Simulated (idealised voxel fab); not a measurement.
process module | voxel ribs on slabs
cross-section cut | 290 nm wide | cells 5 nm
A cross-section is a grid of square cells, given in bands from the top down. A band is one or more rows of cells.
Each band's line starts with the height of the band's top and of its bottom, in nm. Then come its materials from left to right, each with its width in nm. One material with "throughout" fills the band from edge to edge. "air" is empty space.
Height 0 is the level under which the wafer as received is all one material. The lowest band goes on downwards, as in "0 down".
A width such as "30 to 40" changes by the same amount from each row of cells to the next, from the band's top row to its bottom row.
"no change" after a step means that no cell of the cross-section changed.
closed voids: empty space of 8 cells or more with no open way to the top, each as width x height at its distance from the left edge, in nm
after a step's settings: what the simulator itself notes on the step
overlay nm, on a step with a mask: how far to the right of its planned place the mask lay; to the left if negative
plan
1 op RECEIVE | material Si
2 op DIRECTIONAL_DEP | material SiO2 | thk nm 25
3 op DIRECTIONAL_DEP | material SiN | thk nm 20
4 op DIRECTIONAL_DEP | material aC | thk nm 10
5 op PATTERN | tone cover | mask id RIB | material resist | width nm 20 | thk nm 30 | overlay nm 0
6 op DIRECTIONAL_ETCH | etch materials aC | depth nm 10
7 op STRIP | etch materials resist
8 op DIRECTIONAL_ETCH | etch materials SiN | depth nm 5
9 op STRIP | etch materials aC
10 op PATTERN | tone cover | mask id SLAB | material resist | width nm 90 | thk nm 15 | overlay nm 0
11 op DIRECTIONAL_ETCH | etch materials SiN | depth nm 15
12 op STRIP | etch materials resist
13 op FILL_DEP | material SiO2 | thk nm 20
14 op CMP | height nm 60
15 op DIRECTIONAL_DEP | material TiN | thk nm 10
16 op DIRECTIONAL_DEP | material aC | thk nm 10
17 op PATTERN | tone cover | mask id HEATER | material resist | width nm 40 | thk nm 25 | overlay nm 0
18 op DIRECTIONAL_ETCH | etch materials aC | depth nm 10
19 op STRIP | etch materials resist
20 op DIRECTIONAL_ETCH | etch materials TiN | depth nm 10
21 op STRIP | etch materials aC
22 op CONFORMAL_DEP | material SiN | thk nm 5
varied across the wafers: width nm of step 5. The plan shows the first wafer's value. All wafers start alike
first wafer as received, after step 1
  0 down: Si throughout
  closed voids: none
first wafer at the end, after step 22
  75 to 70: air 120 | SiN 50 | air 120
  70 to 65: air 120 | SiN 5 | TiN 40 | SiN 5 | air 120
  65 to 60: SiN 125 | TiN 40 | SiN 125
  60 to 45: SiO2 throughout
  45 to 40: SiO2 135 | SiN 20 | SiO2 135
  40 to 25: SiO2 100 | SiN 90 | SiO2 100
  25 to 0: SiO2 throughout
  0 down: Si throughout
  closed voids: none
last wafer at the end
  75 to 70: air 120 | SiN 50 | air 120
  70 to 65: air 120 | SiN 5 | TiN 40 | SiN 5 | air 120
  65 to 60: SiN 125 | TiN 40 | SiN 125
  60 to 45: SiO2 throughout
  45 to 40: SiO2 125 | SiN 45 | SiO2 120
  40 to 25: SiO2 100 | SiN 90 | SiO2 100
  25 to 0: SiO2 throughout
  0 down: Si throughout
  closed voids: none
each wafer at the end: cells of each material gained (+) or lost (-) since it was received, then its closed voids
width nm 20 | +120 SiN | +638 SiO2 | +16 TiN | closed voids: none
width nm 25 | +121 SiN | +637 SiO2 | +16 TiN | closed voids: none
width nm 30 | +122 SiN | +636 SiO2 | +16 TiN | closed voids: none
width nm 35 | +123 SiN | +635 SiO2 | +16 TiN | closed voids: none
width nm 40 | +124 SiN | +634 SiO2 | +16 TiN | closed voids: none
width nm 45 | +125 SiN | +633 SiO2 | +16 TiN | closed voids: none
